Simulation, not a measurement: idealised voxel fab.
The following process module bears the name voxel ribs on slabs.
Xsec cut, 200 nm wide, square cell size 5 nm.
Heads up, the way a cross-section reads in here is a grid of square cells, handed over as bands from the top down, with every band being one or more rows of cells. First you get the band's top height and its bottom height, in nm, and then the materials it's made of, left to right, with each width in nm. If you see a single material with "throughout", that one covers the band edge to edge. "air" is empty space. Heights are measured from 0, the level below which the as-received wafer is all one material; the lowest band has no bottom and continues downward, written as in "0 nm and below". The expression "30 to 40" gives the width at the extremes of the band, the first number at its top row of cells and the second at its bottom row, with the width changing by equal amounts from each row to the next in between. Where a step carries "nothing different", the cross-section came out of it unchanged, cell for cell. Empty spaces without an open route to the top, at least 8 cells in extent, make up the entry "Enclosed void inventory"; each is given as width x height at distance, where the distance is measured from the left edge, and all are in nm. Step line, after settings: the simulator's comment on this step. overlay nm: how far to the right of its planned place the mask lay on this masked step (negative: to the left).

**These are the steps we planned for the process**
| 1 | RECEIVE,material Si |
| 2 | DIRECTIONAL_DEP,material SiO2,thk nm 30 |
| 3 | DIRECTIONAL_DEP,material SiN,thk nm 25 |
| 4 | MASKED_ETCH,tone cover,mask id RIB,width nm 20,etch materials SiN,depth nm 5,overlay nm 0 |
| 5 | PATTERN,tone cover,mask id SLAB,material resist,width nm 80,thk nm 20,overlay nm 0 |
| 6 | DIRECTIONAL_ETCH,etch materials SiN,depth nm 20 |
| 7 | STRIP,etch materials resist |
| 8 | FILL_DEP,material SiO2,thk nm 15 |
| 9 | CMP,height nm 65 |
| 10 | DIRECTIONAL_DEP,material TiN,thk nm 10 |
| 11 | MASKED_ETCH,tone cover,mask id HEATER,width nm 30,etch materials TiN,depth nm 10,overlay nm 0 |
| 12 | CONFORMAL_DEP,material SiN,thk nm 10 |

**This is the cross-section of the wafer as we received it, i.e. after step 1**
0 nm and below  Si throughout
Enclosed void inventory: none

**Starting structure and process plan are as shown above, but one mistake was made in running the module; the wafer cross-section at the end of the module follows**
85 nm to 75 nm  air: 75; SiN: 50; air: 75
75 nm to 65 nm  SiN: 85; TiN: 30; SiN: 85
65 nm to 55 nm  SiO2 throughout
55 nm to 50 nm  SiO2: 90; SiN: 20; SiO2: 90
50 nm to 30 nm  SiO2: 65; SiN: 80; SiO2: 55
30 nm to 0 nm  SiO2 throughout
0 nm and below  Si throughout
Enclosed void inventory: none
What went wrong in running the wafer? not per plan at step 5, really ran PATTERN,tone cover,mask id SLAB,material resist,width nm 80,thk nm 20,overlay nm 5
